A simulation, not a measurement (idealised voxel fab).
Process module in this document: voxel ribs on slabs
Xsec cut, 215 nm wide, square cell size 5 nm.
In what follows, cross-sections appear as grids of square cells, described through bands that run from the top down, where every band is one or more rows of cells. Heads up on the band format: heights come first, top then bottom, in nm. After that it's the materials left to right, each with its width in nm. A single material flagged "full width" fills the whole band edge to edge, and "air" means there's empty space there. Heights are reckoned from 0. Under this level, the received wafer is all of one material. The bottommost band is open-ended downward, for example "0 down". Read "30 to 40" as a graded width: first number on top, second number at the bottom, same change between each pair of neighbouring rows. Reading "no modification" for a step: not a cell of the cross-section changed in it. "Enclosed void list" enumerates empty spaces isolated from the top, with no open way to it, that contain at least 8 cells, giving each as width x height at distance from the left edge, all three in nm. Anything after a step's settings on that line? It's the simulator's own note about the step. When a step includes a mask, the "overlay nm" setting on its line states how far to the right of its planned place that mask lay, and negative values state how far to the left.

**Listed below are the process steps as planned**
1) RECEIVE,material Si
2) DIRECTIONAL_DEP,material SiO2,thk nm 10
3) DIRECTIONAL_DEP,material SiN,thk nm 25
4) MASKED_ETCH,tone cover,mask id RIB,width nm 30,etch materials SiN,depth nm 10,overlay nm 0
5) DIRECTIONAL_DEP,material aC,thk nm 15
6) PATTERN,tone cover,mask id SLAB,material resist,width nm 60,thk nm 30,overlay nm 0
7) DIRECTIONAL_ETCH,etch materials aC,depth nm 15
8) STRIP,etch materials resist
9) DIRECTIONAL_ETCH,etch materials SiN,depth nm 15
10) STRIP,etch materials aC
11) FILL_DEP,material SiO2,thk nm 20
12) CMP,height nm 55
13) DIRECTIONAL_DEP,material TiN,thk nm 5
14) PATTERN,tone cover,mask id HEATER,material resist,width nm 40,thk nm 15,overlay nm 0
15) DIRECTIONAL_ETCH,etch materials TiN,depth nm 5
16) STRIP,etch materials resist
17) CONFORMAL_DEP,material SiO2,thk nm 10
The value of thk nm given for step 2 in the plan refers to the first wafer; the wafers vary in this setting and are alike at the start.

**The first of several wafers, as received after step 1, seen in section**
    0 down  Si full width
    Enclosed void list: none

**Last step of the module is step 17; after it, the first of several wafers in cross-section**
    70 to 65  air 75; SiO2 60; air 80
    65 to 60  SiO2 full width
    60 to 55  SiO2 85; TiN 40; SiO2 90
    55 to 35  SiO2 full width
    35 to 25  SiO2 90; SiN 30; SiO2 95
    25 to 10  SiO2 75; SiN 60; SiO2 80
    10 to 0  SiO2 full width
    0 down  Si full width
    Enclosed void list: none

**Cross-sectional view, end of module, last wafer of several**
    70 to 65  air 75; SiO2 60; air 80
    65 to 60  SiO2 full width
    60 to 55  SiO2 85; TiN 40; SiO2 90
    55 to 50  SiO2 90; SiN 30; SiO2 95
    50 to 35  SiO2 75; SiN 60; SiO2 80
    35 to 0  SiO2 full width
    0 down  Si full width
    Enclosed void list: none

**Take any row and you have a wafer at the end of the module: how many cells of each material it has gained (+) or lost (-) since it was received, and then its closed voids**
thk nm 10, +48 SiN, +515 SiO2, +8 TiN, Enclosed void list: none
thk nm 15, +48 SiN, +515 SiO2, +8 TiN, Enclosed void list: none
thk nm 20, +48 SiN, +515 SiO2, +8 TiN, Enclosed void list: none
thk nm 25, +48 SiN, +515 SiO2, +8 TiN, Enclosed void list: none
thk nm 30, +48 SiN, +515 SiO2, +8 TiN, Enclosed void list: none
thk nm 35, +42 SiN, +521 SiO2, +8 TiN, Enclosed void list: none
